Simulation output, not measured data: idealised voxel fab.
process module | voxel trench capacitor
cross-section cut | 220 nm wide | cells 5 nm
A cross-section is a grid of square cells, given in bands from the top down. A band is one or more rows of cells.
Each band's line starts with the height of the band's top and of its bottom, in nm. Then come its materials from left to right, each with its width in nm. One material with "throughout" fills the band from edge to edge. "air" is empty space.
Height 0 is the level under which the wafer as received is all one material. The lowest band goes on downwards, as in "0 down".
A width such as "30 to 40" changes by the same amount from each row of cells to the next, from the band's top row to its bottom row.
"no change" after a step means that no cell of the cross-section changed.
closed voids: empty space of 8 cells or more with no open way to the top, each as width x height at its distance from the left edge, in nm
after a step's settings: what the simulator itself notes on the step
overlay nm, on a step with a mask: how far to the right of its planned place the mask lay; to the left if negative
plan
1 op RECEIVE | material Si
2 op CONFORMAL_DEP | material SiN | thk nm 10
3 op DIRECTIONAL_DEP | material aC | thk nm 15
4 op PATTERN | tone open | mask id TRENCH | material resist | width nm 20 | pitch nm 50 | thk nm 30 | overlay nm 0
5 op DIRECTIONAL_ETCH | etch materials aC | depth nm 15
6 op STRIP | etch materials resist
7 op DIRECTIONAL_ETCH | etch materials SiN | depth nm 10
8 op DIRECTIONAL_ETCH | etch materials Si | depth nm 30
9 op STRIP | etch materials aC
10 op CONFORMAL_DEP | material Al2O3 | thk nm 5
11 op FILL_DEP | material polySi | thk nm 5
12 op CMP | height nm 10
first wafer, as planned
as received, after step 1
  0 down: Si throughout
  closed voids: none
after step 2
  10 to 0: SiN throughout
  below 0: unchanged
after step 3
  25 to 10: aC throughout
  below 10: unchanged
after step 4
  55 to 25: resist 75 | air 20 | resist 30 | air 20 | resist 75
  below 25: unchanged
after step 5
  40 to 25: resist 75 | air 20 | resist 30 | air 20 | resist 75
  25 to 10: aC 75 | air 20 | aC 30 | air 20 | aC 75
  below 10: unchanged
after step 6
  25 to 10: aC 75 | air 20 | aC 30 | air 20 | aC 75
  below 10: unchanged
after step 7
  25 to 10: aC 75 | air 20 | aC 30 | air 20 | aC 75
  10 to 0: SiN 75 | air 20 | SiN 30 | air 20 | SiN 75
  below 0: unchanged
after step 8
  25 to 10: aC 75 | air 20 | aC 30 | air 20 | aC 75
  10 to 0: SiN 75 | air 20 | SiN 30 | air 20 | SiN 75
  0 to -30: Si 75 | air 20 | Si 30 | air 20 | Si 75
  below -30: unchanged
after step 9
  10 to 0: SiN 75 | air 20 | SiN 30 | air 20 | SiN 75
  below 0: unchanged
after step 10
  15 to 10: Al2O3 80 | air 10 | Al2O3 40 | air 10 | Al2O3 80
  10 to 0: SiN 75 | Al2O3 5 | air 10 | Al2O3 5 | SiN 30 | Al2O3 5 | air 10 | Al2O3 5 | SiN 75
  0 to -25: Si 75 | Al2O3 5 | air 10 | Al2O3 5 | Si 30 | Al2O3 5 | air 10 | Al2O3 5 | Si 75
  -25 to -30: Si 75 | Al2O3 20 | Si 30 | Al2O3 20 | Si 75
  below -30: unchanged
after step 11
  20 to 15: polySi throughout
  15 to 10: Al2O3 80 | polySi 10 | Al2O3 40 | polySi 10 | Al2O3 80
  10 to 0: SiN 75 | Al2O3 5 | polySi 10 | Al2O3 5 | SiN 30 | Al2O3 5 | polySi 10 | Al2O3 5 | SiN 75
  0 to -25: Si 75 | Al2O3 5 | polySi 10 | Al2O3 5 | Si 30 | Al2O3 5 | polySi 10 | Al2O3 5 | Si 75
  below -25: unchanged
after step 12
  10 to 0: SiN 75 | Al2O3 5 | polySi 10 | Al2O3 5 | SiN 30 | Al2O3 5 | polySi 10 | Al2O3 5 | SiN 75
  below 0: unchanged
second wafer: like start, like plan, one mistake. Through step 7 it matches the first wafer
when step 8 should have ended
  25 to 10: aC 75 | air 20 | aC 30 | air 20 | aC 75
  10 to 0: SiN 75 | air 20 | SiN 30 | air 20 | SiN 75
  0 to -60: Si 75 | air 20 | Si 30 | air 20 | Si 75
  below -60: unchanged
when step 9 should have ended
  10 to 0: SiN 75 | air 20 | SiN 30 | air 20 | SiN 75
  below 0: unchanged
when step 10 should have ended
  15 to 10: Al2O3 80 | air 10 | Al2O3 40 | air 10 | Al2O3 80
  10 to 0: SiN 75 | Al2O3 5 | air 10 | Al2O3 5 | SiN 30 | Al2O3 5 | air 10 | Al2O3 5 | SiN 75
  0 to -55: Si 75 | Al2O3 5 | air 10 | Al2O3 5 | Si 30 | Al2O3 5 | air 10 | Al2O3 5 | Si 75
  -55 to -60: Si 75 | Al2O3 20 | Si 30 | Al2O3 20 | Si 75
  below -60: unchanged
when step 11 should have ended
  20 to 15: polySi throughout
  15 to 10: Al2O3 80 | polySi 10 | Al2O3 40 | polySi 10 | Al2O3 80
  10 to 0: SiN 75 | Al2O3 5 | polySi 10 | Al2O3 5 | SiN 30 | Al2O3 5 | polySi 10 | Al2O3 5 | SiN 75
  0 to -55: Si 75 | Al2O3 5 | polySi 10 | Al2O3 5 | Si 30 | Al2O3 5 | polySi 10 | Al2O3 5 | Si 75
  below -55: unchanged
when step 12 should have ended
  10 to 0: SiN 75 | Al2O3 5 | polySi 10 | Al2O3 5 | SiN 30 | Al2O3 5 | polySi 10 | Al2O3 5 | SiN 75
  below 0: unchanged
what went wrong: step 8 was run twice
at the end the second wafer has, in cells: 24 more of Al2O3 | 48 fewer of Si | 24 more of polySi
